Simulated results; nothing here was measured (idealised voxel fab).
The following process module bears the name voxel gate over fins.
Pictured: cross-section cut, 245 nm wide, on a grid of 5 nm square cells.
A cross-section is written here as square cells arranged in a grid, and it is given in bands from the top down, each band taking up one or more rows of cells.
This entry defines a band. It first specifies the height of the band's top and the height of its bottom in nm, and then specifies the band's materials from left to right, stating each material with its width in nm. The word "all across" identifies a single material that fills the band from edge to edge, while the word "empty" identifies empty space.
Where do heights start? At 0: under that level the wafer as delivered is made of one material only. And the lowest band has no floor; it just carries on downward, as in "0 down".
So if you see something like "30 to 40" for the width, read it as the top row of the band sitting at the first number and the bottom row at the second, with every row in between moving by the same amount as the last.
What does "all unchanged" mean for a step? It means no cell of the cross-section changed in that step.
Empty spaces without an open route to the top, at least 8 cells in extent, make up the entry "Closed void entries"; each is given as width x height at distance, where the distance is measured from the left edge, and all are in nm.
Whatever follows a step's settings on its line is a remark the simulator itself makes about that step.
The setting "overlay nm" may be written on the line of a step. When the step uses a mask, the value reports how far to the right of the planned place the mask lay, and a negative value reports that it lay to the left.
Steps in the process plan:
- 1: RECEIVE (material Si)
- 2: CONFORMAL_DEP (material SiN; thk nm 5)
- 3: PATTERN (tone cover; mask id FINS; material resist; width nm 15; pitch nm 45; thk nm 20; overlay nm -15)
- 4: DIRECTIONAL_ETCH (etch materials SiN; depth nm 5)
- 5: DIRECTIONAL_ETCH (etch materials Si; depth nm 40)
- 6: STRIP (etch materials resist)
- 7: FILL_DEP (material SiO2; thk nm 10)
- 8: CMP (height nm 5)
- 9: SELECTIVE_ETCH (etch materials SiO2; depth nm 20)
- 10: STRIP (etch materials SiN)
- 11: CONFORMAL_DEP (material HfO2; thk nm 5)
- 12: CONFORMAL_DEP (material TiN; thk nm 5)
- 13: CONFORMAL_DEP (material TiAl; thk nm 5)
- 14: CONFORMAL_DEP (material TiN; thk nm 5)
- 15: FILL_DEP (material W; thk nm 10)
- 16: CMP (height nm 25)
- 17: CONFORMAL_DEP (material SiN; thk nm 10)
Be aware that, although all wafers share a common starting state, the overlay nm at step 3 differs among them, and the plan displays the first wafer's value.
Sectional view: first of several wafers, as received, after step 1:
- 0 down  Si all across
- Closed void entries: none
For your reference, the table is organized with a row per wafer; each row reflects the wafer at the end of the module, indicating for each material the cells gained (+) or lost (-) since receipt, and thereafter its closed voids:
overlay nm -15 | +73 HfO2 | -296 Si | +98 SiN | +185 SiO2 | +73 TiAl | +128 TiN | +82 W | Closed void entries: none
overlay nm -10 | +73 HfO2 | -296 Si | +98 SiN | +185 SiO2 | +73 TiAl | +128 TiN | +82 W | Closed void entries: none
overlay nm -5 | +73 HfO2 | -296 Si | +98 SiN | +185 SiO2 | +73 TiAl | +128 TiN | +82 W | Closed void entries: none
overlay nm 0 | +73 HfO2 | -296 Si | +98 SiN | +185 SiO2 | +73 TiAl | +128 TiN | +82 W | Closed void entries: none
overlay nm 5 | +73 HfO2 | -296 Si | +98 SiN | +185 SiO2 | +73 TiAl | +128 TiN | +82 W | Closed void entries: none
overlay nm 10 | +73 HfO2 | -296 Si | +98 SiN | +185 SiO2 | +73 TiAl | +128 TiN | +82 W | Closed void entries: none
overlay nm 15 | +73 HfO2 | -296 Si | +98 SiN | +185 SiO2 | +73 TiAl | +128 TiN | +82 W | Closed void entries: none
